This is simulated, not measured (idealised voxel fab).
Documented hereafter: the process module known as voxel released beams.
In the cross-section labelled cut, the width is 295 nm and each square cell is 5 nm.
This document writes a cross-section as a grid whose cells are square, and gives it as bands, listed from the top down; one or more rows of cells form a band.
It is stipulated that each band's entry specify, in nanometres, the height of the top of the band and then that of its bottom, followed by the materials of the band in left-to-right sequence, each together with its width in nanometres. A single material marked by the word "throughout" is understood to fill the band from edge to edge; the word "blank" is understood to denote empty space.
Height reference: 0 = level under which incoming wafer is all one material. Lowest band: no bottom, runs on downward, e.g. "0 -> down".
A two-number width, for instance "30..40", indicates that the width is equal to the first number in the top row of the band and to the second number in the bottom row, and that it changes by a constant amount per row of cells.
No cell of the cross-section changed in a step that is given as "nothing changed".
"Trapped voids" lists enclosed empty spaces (at least 8 cells, no open path upward to the top), each as width x height at distance from the left edge, in nm.
That trailing text on a step's line, after the settings, is the simulator's own remark on the step.
"overlay nm" on a masked step: distance the mask lay right of its planned place, negative for left.
**The following list gives the planned process steps**
| 1 | RECEIVE,material Si |
| 2 | CONFORMAL_DEP,material Al2O3,thk nm 5 |
| 3 | DIRECTIONAL_DEP,material SiO2,thk nm 15 |
| 4 | DIRECTIONAL_DEP,material aC,thk nm 15 |
| 5 | PATTERN,tone open,mask id ANCHOR,material resist,width nm 40,thk nm 35,overlay nm 0 |
| 6 | DIRECTIONAL_ETCH,etch materials aC,depth nm 15 |
| 7 | STRIP,etch materials resist |
| 8 | DIRECTIONAL_ETCH,etch materials SiO2,depth nm 15 |
| 9 | STRIP,etch materials aC |
| 10 | CONFORMAL_DEP,material SiN,thk nm 15 |
| 11 | DIRECTIONAL_DEP,material aC,thk nm 15 |
| 12 | PATTERN,tone cover,mask id BEAM,material resist,width nm 95,thk nm 30,overlay nm 0 |
| 13 | DIRECTIONAL_ETCH,etch materials aC,depth nm 15 |
| 14 | STRIP,etch materials resist |
| 15 | DIRECTIONAL_ETCH,etch materials SiN,depth nm 15 |
| 16 | STRIP,etch materials aC |
| 17 | STRIP,etch materials SiO2 |
**Step 1 complete: cross-section of the wafer as received**
- 0 -> down: Si throughout
- Trapped voids: none
**Cross-sectional view of the first of the two wafers upon completion of the module, processed in accordance with the plan**
- 35 -> 20: blank: 95 | SiN: 20 | blank: 10 | SiN: 65 | blank: 105
- 20 -> 5: blank: 100 | SiN: 40 | blank: 155
- 5 -> 0: Al2O3 throughout
- 0 -> down: Si throughout
- Trapped voids: none
**Presented here is a cross-section of the second of the two wafers as it stood at the end of the module. It was started in the same manner and assigned the same plan as the first wafer; however, one mistake was made in its execution**
- 50 -> 35: blank: 95 | SiN: 95 | blank: 105
- 35 -> 20: Al2O3 throughout
- 20 -> 5: SiO2 throughout
- 5 -> 0: Al2O3 throughout
- 0 -> down: Si throughout
- Trapped voids: none
Here's what went sideways: step 4 did not use the planned setting and instead ran as DIRECTIONAL_DEP,material Al2O3,thk nm 15
Final wafer comparison in cells, second versus first, more or fewer per material: 177 more of Al2O3, 18 fewer of SiN, 177 more of SiO2
